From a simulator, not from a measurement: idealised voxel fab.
process module | voxel self aligned vias
cross-section cut | 245 nm wide | cells 5 nm
A cross-section is a grid of square cells, given in bands from the top down. A band is one or more rows of cells.
Each band's line starts with the height of the band's top and of its bottom, in nm. Then come its materials from left to right, each with its width in nm. One material with "throughout" fills the band from edge to edge. "air" is empty space.
Height 0 is the level under which the wafer as received is all one material. The lowest band goes on downwards, as in "0 down".
A width such as "30 to 40" changes by the same amount from each row of cells to the next, from the band's top row to its bottom row.
"no change" after a step means that no cell of the cross-section changed.
closed voids: empty space of 8 cells or more with no open way to the top, each as width x height at its distance from the left edge, in nm
after a step's settings: what the simulator itself notes on the step
overlay nm, on a step with a mask: how far to the right of its planned place the mask lay; to the left if negative
plan
1 op RECEIVE | material Si
2 op CONFORMAL_DEP | material SiO2 | thk nm 10
3 op CONFORMAL_DEP | material SiCN | thk nm 5
4 op DIRECTIONAL_DEP | material lowk | thk nm 25
5 op DIRECTIONAL_DEP | material aC | thk nm 15
6 op PATTERN | tone open | mask id LINES | material resist | width nm 25 | pitch nm 60 | thk nm 35 | overlay nm 0
7 op DIRECTIONAL_ETCH | etch materials aC | depth nm 15
8 op STRIP | etch materials resist
9 op DIRECTIONAL_ETCH | etch materials lowk | depth nm 25
10 op STRIP | etch materials aC
11 op CONFORMAL_DEP | material TiN | thk nm 5
12 op FILL_DEP | material W | thk nm 5
13 op CMP | height nm 40
14 op SELECTIVE_ETCH | etch materials W Ru TiN | depth nm 5
15 op FILL_DEP | material SiN | thk nm 10
16 op CMP | height nm 40
17 op DIRECTIONAL_DEP | material lowk | thk nm 20
18 op DIRECTIONAL_DEP | material aC | thk nm 10
19 op PATTERN | tone open | mask id VIAS | material resist | width nm 35 | pitch nm 60 | thk nm 25 | overlay nm 0
20 op DIRECTIONAL_ETCH | etch materials aC | depth nm 10
21 op STRIP | etch materials resist
22 op DIRECTIONAL_ETCH | etch materials lowk | depth nm 20
23 op DIRECTIONAL_ETCH | etch materials SiN | depth nm 5
24 op STRIP | etch materials aC
25 op CONFORMAL_DEP | material TiN | thk nm 5
26 op FILL_DEP | material Ru | thk nm 10
27 op CMP | height nm 60
28 op CONFORMAL_DEP | material SiN | thk nm 5
as received, after step 1
  0 down: Si throughout
  closed voids: none
a wafer at the end: this start, this plan, one mistake
  65 to 60: SiN throughout
  60 to 40: lowk 75 | TiN 5 | Ru 25 | TiN 5 | lowk 25 | TiN 5 | Ru 25 | TiN 5 | lowk 75
  40 to 35: SiN 75 | TiN 35 | SiN 25 | TiN 35 | SiN 75
  35 to 30: TiN 85 | W 15 | TiN 45 | W 15 | TiN 85
  30 to 10: lowk 80 | TiN 5 | W 15 | TiN 5 | lowk 35 | TiN 5 | W 15 | TiN 5 | lowk 80
  10 to 5: lowk 80 | TiN 25 | lowk 35 | TiN 25 | lowk 80
  5 to 0: SiCN throughout
  0 down: Si throughout
  closed voids: none
what went wrong: step 2 was left out
